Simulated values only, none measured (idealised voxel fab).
Proc. module: voxel gate over fins
In the cross-section labelled cut, the width is 150 nm and each square cell is 5 nm.
Cross-section format: a grid of square cells, given as bands from top to bottom; each band is one or more rows of cells. Within each band entry, the heights of the top and of the bottom of the band appear first, in that order and in nm; the materials of the band then follow from left to right, each with its corresponding width in nm. The designation "all across" on a single material indicates that it fills the band from edge to edge; the designation "empty" indicates empty space. Note: height 0 marks the level under which the wafer is uniformly one material as received. Lowest band unbounded below, written "0..down". Quick explanation for "30..40": the width changes in equal steps down the rows of cells, from the first number in the band's top row to the second number in its bottom row. Reading "nothing altered" for a step: not a cell of the cross-section changed in it. The label "Sealed void inventory" introduces a list of the empty spaces, 8 cells or larger, that have no open way up to the top; each entry in it reads width x height at distance, where the distance is taken from the left edge and all three are stated in nm. Where a step's line continues beyond its settings, the continuation is a remark by the simulator itself on that step. A step's line can hold "overlay nm"; with a mask on that step, the setting says how far right of the planned place the mask lay, while a negative setting says it lay to the left.

Steps in the process plan:
1 RECEIVE with material Si
2 CONFORMAL_DEP with material SiN, thk nm 5
3 DIRECTIONAL_DEP with material aC, thk nm 10
4 PATTERN with tone cover, mask id FINS, material resist, width nm 15, pitch nm 40, thk nm 25, overlay nm -15
5 DIRECTIONAL_ETCH with etch materials aC, depth nm 10
6 STRIP with etch materials resist
7 DIRECTIONAL_ETCH with etch materials SiN, depth nm 5
8 DIRECTIONAL_ETCH with etch materials Si, depth nm 30
9 STRIP with etch materials aC
10 FILL_DEP with material SiO2, thk nm 10
11 CMP with height nm 5
12 SELECTIVE_ETCH with etch materials SiO2, depth nm 15
13 STRIP with etch materials SiN
14 CONFORMAL_DEP with material HfO2, thk nm 5
15 CONFORMAL_DEP with material TiN, thk nm 5
16 FILL_DEP with material W, thk nm 10
17 CMP with height nm 15
18 CONFORMAL_DEP with material SiN, thk nm 5
Don't read the plan's overlay nm for step 4 as applying to every wafer: that's the first wafer's value, and the wafers differ in it, though they all start identical.

Incoming state of the first of several wafers in cross-section: after step 1:
	0..down: Si all across
	Sealed void inventory: none

Quick key for the table: a row per wafer, taken at the end of the module. For each material it tells you how many cells the wafer gained (+) or lost (-) since it came in, and the closed voids come after:
overlay nm -15, +38 HfO2, -144 Si, +30 SiN, +96 SiO2, +38 TiN, +62 W, Sealed void inventory: none
overlay nm -10, +38 HfO2, -144 Si, +30 SiN, +96 SiO2, +38 TiN, +62 W, Sealed void inventory: none
overlay nm -5, +38 HfO2, -144 Si, +30 SiN, +96 SiO2, +38 TiN, +62 W, Sealed void inventory: none
overlay nm 0, +38 HfO2, -144 Si, +30 SiN, +96 SiO2, +38 TiN, +62 W, Sealed void inventory: none
overlay nm 5, +38 HfO2, -144 Si, +30 SiN, +96 SiO2, +38 TiN, +62 W, Sealed void inventory: none
overlay nm 10, +38 HfO2, -144 Si, +30 SiN, +96 SiO2, +38 TiN, +62 W, Sealed void inventory: none
overlay nm 15, +38 HfO2, -144 Si, +30 SiN, +96 SiO2, +38 TiN, +62 W, Sealed void inventory: none
